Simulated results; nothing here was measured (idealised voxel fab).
The process module presented herein is designated voxel gate over fins.
Section shown: cut. Width: 255 nm. Cell size: 5 nm, square.
We lay out every cross-section as a grid of square cells and spell it out in bands from the top down, where one band means one or more rows of cells. It is stipulated that each band's entry specify, in nanometres, the height of the top of the band and then that of its bottom, followed by the materials of the band in left-to-right sequence, each together with its width in nanometres. A single material marked by the word "full width" is understood to fill the band from edge to edge; the word "blank" is understood to denote empty space. Ref level 0: as-received wafer is one material below here. Bottom band extends down with no lower bound ("0..down"). So if you see something like "30..40" for the width, read it as the top row of the band sitting at the first number and the bottom row at the second, with every row in between moving by the same amount as the last. The designation "no modification", where it is given for a processing step, indicates that no cell of the cross-section was altered in the course of that step. "Closed void inventory" lists enclosed empty spaces (at least 8 cells, no open path upward to the top), each as width x height at distance from the left edge, in nm. Heads up: the bit after the settings on a step's line is the simulator's remark on that step. The setting "overlay nm" may be written on the line of a step. When the step uses a mask, the value reports how far to the right of the planned place the mask lay, and a negative value reports that it lay to the left.

-- These are the steps we planned for the process
| 1 | op RECEIVE | material Si |
| 2 | op CONFORMAL_DEP | material SiN | thk nm 10 |
| 3 | op DIRECTIONAL_DEP | material aC | thk nm 10 |
| 4 | op PATTERN | tone cover | mask id FINS | material resist | width nm 15 | pitch nm 45 | thk nm 25 | overlay nm 0 |
| 5 | op DIRECTIONAL_ETCH | etch materials aC | depth nm 10 |
| 6 | op STRIP | etch materials resist |
| 7 | op DIRECTIONAL_ETCH | etch materials SiN | depth nm 10 |
| 8 | op DIRECTIONAL_ETCH | etch materials Si | depth nm 40 |
| 9 | op STRIP | etch materials aC |
| 10 | op FILL_DEP | material SiO2 | thk nm 5 |
| 11 | op CMP | height nm 10 |
| 12 | op SELECTIVE_ETCH | etch materials SiO2 | depth nm 25 |
| 13 | op STRIP | etch materials SiN |
| 14 | op CONFORMAL_DEP | material HfO2 | thk nm 5 |
| 15 | op CONFORMAL_DEP | material TiN | thk nm 5 |
| 16 | op FILL_DEP | material W | thk nm 15 |
| 17 | op CMP | height nm 20 |
| 18 | op CONFORMAL_DEP | material SiN | thk nm 5 |

-- Received-state cross-section, reflecting completion of step 1
0..down: Si full width
Closed void inventory: none

-- The first of the two wafers as seen in cross-section once the module was finished; processing followed the plan
25..20: SiN full width
20..10: W full width
10..5: W (65)  TiN (35)  W (10)  TiN (35)  W (10)  TiN (35)  W (65)
5..0: W (65)  TiN (5)  HfO2 (25)  TiN (5)  W (10)  TiN (5)  HfO2 (25)  TiN (5)  W (10)  TiN (5)  HfO2 (25)  TiN (5)  W (65)
0..-5: W (65)  TiN (5)  HfO2 (5)  Si (15)  HfO2 (5)  TiN (5)  W (10)  TiN (5)  HfO2 (5)  Si (15)  HfO2 (5)  TiN (5)  W (10)  TiN (5)  HfO2 (5)  Si (15)  HfO2 (5)  TiN (5)  W (65)
-5..-10: TiN (70)  HfO2 (5)  Si (15)  HfO2 (5)  TiN (20)  HfO2 (5)  Si (15)  HfO2 (5)  TiN (20)  HfO2 (5)  Si (15)  HfO2 (5)  TiN (70)
-10..-15: HfO2 (75)  Si (15)  HfO2 (30)  Si (15)  HfO2 (30)  Si (15)  HfO2 (75)
-15..-40: SiO2 (75)  Si (15)  SiO2 (30)  Si (15)  SiO2 (30)  Si (15)  SiO2 (75)
-40..down: Si full width
Closed void inventory: none

-- So this is wafer number two of the two, cut at the end of the module - it started where the first did and had the same plan, we just got one thing wrong running it
25..20: SiN full width
20..15: W (55)  TiN (145)  W (55)
15..5: W (55)  TiN (5)  HfO2 (135)  TiN (5)  W (55)
5..0: TiN (60)  HfO2 (135)  TiN (60)
0..-15: HfO2 (75)  Si (15)  HfO2 (30)  Si (15)  HfO2 (30)  Si (15)  HfO2 (75)
-15..-40: SiO2 (75)  Si (15)  SiO2 (30)  Si (15)  SiO2 (30)  Si (15)  SiO2 (75)
-40..down: Si full width
Closed void inventory: none
Against the plan, the run slipped here: note that step 14 departed from the planned setting and was carried out as op CONFORMAL_DEP | material HfO2 | thk nm 15
Per the end-of-run cell counts, the second wafer holds more or fewer of some materials than the first: HfO2 +138, TiN -12, W -126
